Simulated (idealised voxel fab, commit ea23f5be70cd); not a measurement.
Process module under the name voxel self aligned contacts
It is cross-section cut that appears here, measuring 260 nm in width, its square cells being 5 nm in size.
Think of the cross-section as a grid of square cells. We describe it in bands, top to bottom, and each band covers one or more rows of those cells.
First you get the band's top height and its bottom height, in nm, and then the materials it's made of, left to right, with each width in nm. If you see a single material with "everywhere", that one covers the band edge to edge. "blank" is empty space.
Note: height 0 marks the level under which the wafer is uniformly one material as received. Lowest band unbounded below, written "0 down".
Top row gets the first number, bottom row gets the second, and each row in between changes by the same step: that is how a band width like "30..40" works.
"nothing altered" after a step means that no cell of the cross-section changed.
For the entry "Voids, enclosed", the listed items are empty spaces with no open way to the top whose size is 8 cells or more; each item follows the pattern width x height at distance, where distance is from the left edge and all three are in nm.
Whatever follows a step's settings on its line is a remark the simulator itself makes about that step.
What "overlay nm" on a step's line means: if the step has a mask, that mask lay this far to the right of its planned place, or, when the value is negative, to the left.

This section lists the process steps that were planned:
1. RECEIVE,material Si
2. CONFORMAL_DEP,material SiO2,thk nm 5
3. DIRECTIONAL_DEP,material polySi,thk nm 30
4. DIRECTIONAL_DEP,material SiN,thk nm 15
5. MASKED_ETCH,tone cover,mask id GATE,width nm 25,pitch nm 55,etch materials SiN,depth nm 15,overlay nm 0
6. MASKED_ETCH,tone cover,mask id GATE,width nm 25,pitch nm 55,etch materials polySi,depth nm 30,overlay nm 0
7. CONFORMAL_DEP,material SiN,thk nm 5
8. DIRECTIONAL_ETCH,etch materials SiN,depth nm 5
9. FILL_DEP,material SiO2,thk nm 20
10. CMP,height nm 60
11. PATTERN,tone open,mask id CONTACT,material resist,width nm 40,thk nm 20,overlay nm 0
12. DIRECTIONAL_ETCH,etch materials SiO2,depth nm 60
13. STRIP,etch materials resist
14. CONFORMAL_DEP,material TiN,thk nm 5
15. FILL_DEP,material Ru,thk nm 5
16. CMP,height nm 60
17. CONFORMAL_DEP,material SiCN,thk nm 5

First wafer out of two, processed as planned:

Delivered wafer in cross-section: state after step 1:
  0 down: Si everywhere
  Voids, enclosed: none

Take a look at the wafer's cross-section after step 2:
  5 to 0: SiO2 everywhere
  Below 0 it's all the same as before, nothing changed down there.

Take a look at the wafer's cross-section after step 3:
  35 to 5: polySi everywhere
  Below 5 it's all the same as before, nothing changed down there.

Take a look at the wafer's cross-section after step 4:
  50 to 35: SiN everywhere
  Below 35 it's all the same as before, nothing changed down there.

Take a look at the wafer's cross-section after step 5:
  50 to 35: blank (90) | SiN (25) | blank (30) | SiN (25) | blank (90)
  Below 35 it's all the same as before, nothing changed down there.

Take a look at the wafer's cross-section after step 6:
  50 to 35: blank (90) | SiN (25) | blank (30) | SiN (25) | blank (90)
  35 to 5: blank (90) | polySi (25) | blank (30) | polySi (25) | blank (90)
  Below 5 it's all the same as before, nothing changed down there.

Take a look at the wafer's cross-section after step 7:
  55 to 35: blank (85) | SiN (35) | blank (20) | SiN (35) | blank (85)
  35 to 10: blank (85) | SiN (5) | polySi (25) | SiN (5) | blank (20) | SiN (5) | polySi (25) | SiN (5) | blank (85)
  10 to 5: SiN (90) | polySi (25) | SiN (30) | polySi (25) | SiN (90)
  Below 5 it's all the same as before, nothing changed down there.

Take a look at the wafer's cross-section after step 8:
  50 to 35: blank (85) | SiN (35) | blank (20) | SiN (35) | blank (85)
  35 to 5: blank (85) | SiN (5) | polySi (25) | SiN (5) | blank (20) | SiN (5) | polySi (25) | SiN (5) | blank (85)
  Below 5 it's all the same as before, nothing changed down there.

Take a look at the wafer's cross-section after step 9:
  70 to 50: SiO2 everywhere
  50 to 35: SiO2 (85) | SiN (35) | SiO2 (20) | SiN (35) | SiO2 (85)
  35 to 5: SiO2 (85) | SiN (5) | polySi (25) | SiN (5) | SiO2 (20) | SiN (5) | polySi (25) | SiN (5) | SiO2 (85)
  Below 5 it's all the same as before, nothing changed down there.

Take a look at the wafer's cross-section after step 10:
  60 to 50: SiO2 everywhere
  Below 50 it's all the same as before, nothing changed down there.

Take a look at the wafer's cross-section after step 11:
  80 to 60: resist (110) | blank (40) | resist (110)
  Below 60 it's all the same as before, nothing changed down there.

Take a look at the wafer's cross-section after step 12:
  80 to 60: resist (110) | blank (40) | resist (110)
  60 to 50: SiO2 (110) | blank (40) | SiO2 (110)
  50 to 35: SiO2 (85) | SiN (35) | blank (20) | SiN (35) | SiO2 (85)
  35 to 5: SiO2 (85) | SiN (5) | polySi (25) | SiN (5) | blank (20) | SiN (5) | polySi (25) | SiN (5) | SiO2 (85)
  5 to 0: SiO2 (120) | blank (20) | SiO2 (120)
  Below 0 it's all the same as before, nothing changed down there.

Take a look at the wafer's cross-section after step 13:
  60 to 50: SiO2 (110) | blank (40) | SiO2 (110)
  Below 50 it's all the same as before, nothing changed down there.

Take a look at the wafer's cross-section after step 14:
  65 to 60: TiN (115) | blank (30) | TiN (115)
  60 to 50: SiO2 (110) | TiN (5..15) | blank (30..10) | TiN (5..15) | SiO2 (110)
  50 to 35: SiO2 (85) | SiN (35) | TiN (5) | blank (10) | TiN (5) | SiN (35) | SiO2 (85)
  35 to 5: SiO2 (85) | SiN (5) | polySi (25) | SiN (5) | TiN (5) | blank (10) | TiN (5) | SiN (5) | polySi (25) | SiN (5) | SiO2 (85)
  5 to 0: SiO2 (120) | TiN (20) | SiO2 (120)
  Below 0 it's all the same as before, nothing changed down there.

Take a look at the wafer's cross-section after step 15:
  70 to 65: Ru everywhere
  65 to 60: TiN (115) | Ru (30) | TiN (115)
  60 to 50: SiO2 (110) | TiN (5..15) | Ru (30..10) | TiN (5..15) | SiO2 (110)
  50 to 35: SiO2 (85) | SiN (35) | TiN (5) | Ru (10) | TiN (5) | SiN (35) | SiO2 (85)
  35 to 5: SiO2 (85) | SiN (5) | polySi (25) | SiN (5) | TiN (5) | Ru (10) | TiN (5) | SiN (5) | polySi (25) | SiN (5) | SiO2 (85)
  Below 5 it's all the same as before, nothing changed down there.

Take a look at the wafer's cross-section after step 16:
  60 to 50: SiO2 (110) | TiN (5..15) | Ru (30..10) | TiN (5..15) | SiO2 (110)
  Below 50 it's all the same as before, nothing changed down there.

Take a look at the wafer's cross-section after step 17:
  65 to 60: SiCN everywhere
  Below 60 it's all the same as before, nothing changed down there.

What follows concerns the second wafer, which started out like the first and was meant to follow the very same plan; one mistake crept in when it was run, but everything up to and including step 6 is the same as for the first wafer:

Second wafer at the planned finish of step 7, seen in cross-section: nothing altered

Second wafer at the planned finish of step 8, seen in cross-section:
  45 to 35: blank (90) | SiN (25) | blank (30) | SiN (25) | blank (90)
  Below 35 it's all the same as before, nothing changed down there.

Second wafer at the planned finish of step 9, seen in cross-section:
  65 to 45: SiO2 everywhere
  45 to 35: SiO2 (90) | SiN (25) | SiO2 (30) | SiN (25) | SiO2 (90)
  35 to 5: SiO2 (90) | polySi (25) | SiO2 (30) | polySi (25) | SiO2 (90)
  Below 5 it's all the same as before, nothing changed down there.

Second wafer at the planned finish of step 10, seen in cross-section:
  60 to 45: SiO2 everywhere
  Below 45 it's all the same as before, nothing changed down there.

Second wafer at the planned finish of step 11, seen in cross-section:
  80 to 60: resist (110) | blank (40) | resist (110)
  Below 60 it's all the same as before, nothing changed down there.

Second wafer at the planned finish of step 12, seen in cross-section:
  80 to 60: resist (110) | blank (40) | resist (110)
  60 to 45: SiO2 (110) | blank (40) | SiO2 (110)
  45 to 35: SiO2 (90) | SiN (25) | blank (30) | SiN (25) | SiO2 (90)
  35 to 5: SiO2 (90) | polySi (25) | blank (30) | polySi (25) | SiO2 (90)
  5 to 0: SiO2 (115) | blank (30) | SiO2 (115)
  Below 0 it's all the same as before, nothing changed down there.

Second wafer at the planned finish of step 13, seen in cross-section:
  60 to 45: SiO2 (110) | blank (40) | SiO2 (110)
  Below 45 it's all the same as before, nothing changed down there.

Second wafer at the planned finish of step 14, seen in cross-section:
  65 to 60: TiN (115) | blank (30) | TiN (115)
  60 to 50: SiO2 (110) | TiN (5) | blank (30) | TiN (5) | SiO2 (110)
  50 to 45: SiO2 (110) | TiN (10) | blank (20) | TiN (10) | SiO2 (110)
  45 to 35: SiO2 (90) | SiN (25) | TiN (5) | blank (20) | TiN (5) | SiN (25) | SiO2 (90)
  35 to 5: SiO2 (90) | polySi (25) | TiN (5) | blank (20) | TiN (5) | polySi (25) | SiO2 (90)
  5 to 0: SiO2 (115) | TiN (30) | SiO2 (115)
  Below 0 it's all the same as before, nothing changed down there.

Second wafer at the planned finish of step 15, seen in cross-section:
  70 to 65: Ru everywhere
  65 to 60: TiN (115) | Ru (30) | TiN (115)
  60 to 50: SiO2 (110) | TiN (5) | Ru (30) | TiN (5) | SiO2 (110)
  50 to 45: SiO2 (110) | TiN (10) | Ru (20) | TiN (10) | SiO2 (110)
  45 to 35: SiO2 (90) | SiN (25) | TiN (5) | Ru (20) | TiN (5) | SiN (25) | SiO2 (90)
  35 to 5: SiO2 (90) | polySi (25) | TiN (5) | Ru (20) | TiN (5) | polySi (25) | SiO2 (90)
  Below 5 it's all the same as before, nothing changed down there.

Second wafer at the planned finish of step 16, seen in cross-section:
  60 to 50: SiO2 (110) | TiN (5) | Ru (30) | TiN (5) | SiO2 (110)
  Below 50 it's all the same as before, nothing changed down there.

Second wafer at the planned finish of step 17, seen in cross-section:
  65 to 60: SiCN everywhere
  Below 60 it's all the same as before, nothing changed down there.
Want to know what went wrong? with respect to the plan, step 7 was omitted and not executed
Once processing is complete, comparing cell counts shows that the second wafer has more or fewer of certain materials than the first: 22 more of Ru, 46 fewer of SiN, 24 more of SiO2
